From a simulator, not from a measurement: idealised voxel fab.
This is a process module. Its name is voxel wiring stack.
Displayed cross-section: cut, width of 175 nm, square cells sized 5 nm.
When this document writes out a cross-section, it uses a grid of square cells and lists it as bands, beginning at the top and moving down, with a band standing for one or more rows of cells.
The band entry comprises the height of the band's top followed by the height of its bottom, expressed in nm, and subsequently the band's materials from left to right, each stated together with its width in nm. Where a single material is marked with the word "all across", that material fills the band from edge to edge. The word "empty" represents empty space.
Measure heights from 0. That's the level where, below it, the as-received wafer is all one material. The lowest band is bottomless and extends downward; write it as in "0..down".
You'd read "30 to 40" like this: the band's top row of cells is as wide as the first number, its bottom row is as wide as the second, and going down, every row changes width by the same amount as the row before did.
Take "nothing different" at face value: in the step it is given for, the cross-section changed in none of its cells.
Closed-off voids of 8+ cells (no open route to the top) go in "Trapped cavities", written width x height at distance from the left edge, in nm.
On a step's line, text after the settings is the simulator commenting on that step.
The setting "overlay nm" may be written on the line of a step. When the step uses a mask, the value reports how far to the right of the planned place the mask lay, and a negative value reports that it lay to the left.
[Planned process steps]
1. RECEIVE [material Si]
2. CONFORMAL_DEP [material SiO2] [thk nm 15]
3. DIRECTIONAL_DEP [material TiN] [thk nm 5]
4. DIRECTIONAL_DEP [material Ru] [thk nm 25]
5. DIRECTIONAL_DEP [material aC] [thk nm 15]
6. PATTERN [tone cover] [mask id METAL_1] [material resist] [width nm 30] [pitch nm 50] [thk nm 30] [overlay nm 0]
7. DIRECTIONAL_ETCH [etch materials aC] [depth nm 15]
8. STRIP [etch materials resist]
9. DIRECTIONAL_ETCH [etch materials Ru] [depth nm 25]
10. DIRECTIONAL_ETCH [etch materials TiN] [depth nm 5]
11. STRIP [etch materials aC]
12. FILL_DEP [material lowk] [thk nm 10]
13. CMP [height nm 45]
14. CONFORMAL_DEP [material SiCN] [thk nm 5]
15. DIRECTIONAL_DEP [material SiO2] [thk nm 30]
16. MASKED_ETCH [tone open] [mask id METAL_2] [width nm 30] [pitch nm 50] [etch materials SiO2] [depth nm 15] [overlay nm 0]
17. PATTERN [tone open] [mask id METAL_2_HOLES] [material resist] [width nm 15] [pitch nm 50] [thk nm 20] [overlay nm 0]
18. DIRECTIONAL_ETCH [etch materials SiO2] [depth nm 15]
19. DIRECTIONAL_ETCH [etch materials SiCN] [depth nm 5]
20. STRIP [etch materials resist]
21. CONFORMAL_DEP [material TiN] [thk nm 5]
22. FILL_DEP [material Ru] [thk nm 10]
23. CMP [height nm 80]
24. CONFORMAL_DEP [material SiCN] [thk nm 5]
25. DIRECTIONAL_DEP [material lowk] [thk nm 10]
26. PATTERN [tone open] [mask id PLUG_2] [material resist] [width nm 15] [thk nm 20] [overlay nm 0]
27. DIRECTIONAL_ETCH [etch materials lowk] [depth nm 10]
28. DIRECTIONAL_ETCH [etch materials SiCN] [depth nm 5]
29. STRIP [etch materials resist]
30. EPI [material Ru] [thk nm 10]
31. EPI [material Ru] [thk nm 5]
32. DIRECTIONAL_DEP [material TiN] [thk nm 5]
33. DIRECTIONAL_DEP [material Ru] [thk nm 20]
34. DIRECTIONAL_DEP [material aC] [thk nm 10]
35. PATTERN [tone cover] [mask id METAL_3] [material resist] [width nm 30] [pitch nm 50] [thk nm 30] [overlay nm 0]
36. DIRECTIONAL_ETCH [etch materials aC] [depth nm 10]
37. STRIP [etch materials resist]
38. DIRECTIONAL_ETCH [etch materials Ru] [depth nm 20]
39. DIRECTIONAL_ETCH [etch materials TiN] [depth nm 5]
40. STRIP [etch materials aC]
41. FILL_DEP [material lowk] [thk nm 5]
42. CMP [height nm 120]
43. CONFORMAL_DEP [material SiCN] [thk nm 5]
[This is the cross-section of the wafer as we received it, i.e. after step 1]
	0..down | Si all across
	Trapped cavities: none
[Wafer at module end, in section. Began as above, planned as above, run with one mistake]
	125..120 | SiCN all across
	120..100 | lowk (45), Ru (30), lowk (20), Ru (30), lowk (50)
	100..95 | lowk all across
	95..85 | lowk (45), Ru (15), lowk (115)
	85..80 | SiCN (45), Ru (15), SiCN (115)
	80..70 | SiO2 (45), TiN (5), Ru (20), TiN (5), SiO2 (20), TiN (5), Ru (20), TiN (5), SiO2 (50)
	70..65 | SiO2 (45), TiN (5), Ru (5), TiN (20), SiO2 (20), TiN (5), Ru (5), TiN (20), SiO2 (50)
	65..50 | SiO2 (45), TiN (5), Ru (5), TiN (5), SiO2 (35), TiN (5), Ru (5), TiN (5), SiO2 (65)
	50..45 | SiCN (45), TiN (15), SiCN (35), TiN (15), SiCN (65)
	45..20 | lowk (45), Ru (30), lowk (20), Ru (30), lowk (50)
	20..15 | lowk (45), TiN (30), lowk (20), TiN (30), lowk (50)
	15..0 | SiO2 all across
	0..down | Si all across
	Trapped cavities: none
Against the plan, the run slipped here: the process deviated at step 32: the operation and settings actually run there were DIRECTIONAL_DEP [material lowk] [thk nm 5]
